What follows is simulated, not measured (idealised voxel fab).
process module | voxel double patterning
cross-section cut | 265 nm wide | cells 5 nm
A cross-section is a grid of square cells, given in bands from the top down. A band is one or more rows of cells.
Each band's line starts with the height of the band's top and of its bottom, in nm. Then come its materials from left to right, each with its width in nm. One material with "throughout" fills the band from edge to edge. "air" is empty space.
Height 0 is the level under which the wafer as received is all one material. The lowest band goes on downwards, as in "0 down".
A width such as "30 to 40" changes by the same amount from each row of cells to the next, from the band's top row to its bottom row.
"no change" after a step means that no cell of the cross-section changed.
closed voids: empty space of 8 cells or more with no open way to the top, each as width x height at its distance from the left edge, in nm
after a step's settings: what the simulator itself notes on the step
overlay nm, on a step with a mask: how far to the right of its planned place the mask lay; to the left if negative
plan
1 op RECEIVE | material Si
2 op CONFORMAL_DEP | material SiO2 | thk nm 5
3 op DIRECTIONAL_DEP | material W | thk nm 20
4 op DIRECTIONAL_DEP | material SiCN | thk nm 10
5 op PATTERN | tone open | mask id FIRST | material resist | width nm 15 | pitch nm 50 | thk nm 15 | overlay nm 0
6 op DIRECTIONAL_ETCH | etch materials SiCN | depth nm 10
7 op STRIP | etch materials resist
8 op PATTERN | tone open | mask id SECOND | material resist | width nm 15 | thk nm 15 | overlay nm 0
9 op DIRECTIONAL_ETCH | etch materials SiCN | depth nm 10
10 op STRIP | etch materials resist
11 op DIRECTIONAL_ETCH | etch materials W | depth nm 20
12 op STRIP | etch materials SiCN
first wafer, as planned
as received, after step 1
  0 down: Si throughout
  closed voids: none
after step 2
  5 to 0: SiO2 throughout
  below 0: unchanged
after step 3
  25 to 5: W throughout
  below 5: unchanged
after step 4
  35 to 25: SiCN throughout
  below 25: unchanged
after step 5
  50 to 35: resist 100 | air 15 | resist 35 | air 15 | resist 100
  below 35: unchanged
after step 6
  50 to 35: resist 100 | air 15 | resist 35 | air 15 | resist 100
  35 to 25: SiCN 100 | air 15 | SiCN 35 | air 15 | SiCN 100
  below 25: unchanged
after step 7
  35 to 25: SiCN 100 | air 15 | SiCN 35 | air 15 | SiCN 100
  below 25: unchanged
after step 8
  50 to 35: resist 125 | air 15 | resist 125
  35 to 25: SiCN 100 | resist 15 | SiCN 35 | resist 15 | SiCN 100
  below 25: unchanged
after step 9
  50 to 35: resist 125 | air 15 | resist 125
  35 to 25: SiCN 100 | resist 15 | SiCN 10 | air 15 | SiCN 10 | resist 15 | SiCN 100
  below 25: unchanged
after step 10
  35 to 25: SiCN 100 | air 15 | SiCN 10 | air 15 | SiCN 10 | air 15 | SiCN 100
  below 25: unchanged
after step 11
  35 to 25: SiCN 100 | air 15 | SiCN 10 | air 15 | SiCN 10 | air 15 | SiCN 100
  25 to 5: W 100 | air 15 | W 10 | air 15 | W 10 | air 15 | W 100
  below 5: unchanged
after step 12
  25 to 5: W 100 | air 15 | W 10 | air 15 | W 10 | air 15 | W 100
  below 5: unchanged
second wafer: like start, like plan, one mistake. Through step 1 it matches the first wafer
when step 2 should have ended
  20 to 0: W throughout
  below 0: unchanged
when step 3 should have ended
  25 to 20: SiO2 throughout
  below 20: unchanged
when step 4 should have ended
  35 to 25: SiCN throughout
  below 25: unchanged
when step 5 should have ended
  50 to 35: resist 100 | air 15 | resist 35 | air 15 | resist 100
  below 35: unchanged
when step 6 should have ended
  50 to 35: resist 100 | air 15 | resist 35 | air 15 | resist 100
  35 to 25: SiCN 100 | air 15 | SiCN 35 | air 15 | SiCN 100
  below 25: unchanged
when step 7 should have ended
  35 to 25: SiCN 100 | air 15 | SiCN 35 | air 15 | SiCN 100
  below 25: unchanged
when step 8 should have ended
  50 to 35: resist 125 | air 15 | resist 125
  35 to 25: SiCN 100 | resist 15 | SiCN 35 | resist 15 | SiCN 100
  below 25: unchanged
when step 9 should have ended
  50 to 35: resist 125 | air 15 | resist 125
  35 to 25: SiCN 100 | resist 15 | SiCN 10 | air 15 | SiCN 10 | resist 15 | SiCN 100
  below 25: unchanged
when step 10 should have ended
  35 to 25: SiCN 100 | air 15 | SiCN 10 | air 15 | SiCN 10 | air 15 | SiCN 100
  below 25: unchanged
when step 11 should have ended: no change
when step 12 should have ended
  25 to 20: SiO2 throughout
  below 20: unchanged
what went wrong: steps 2 and 3 were swapped
at the end the second wafer has, in cells: 36 more of W
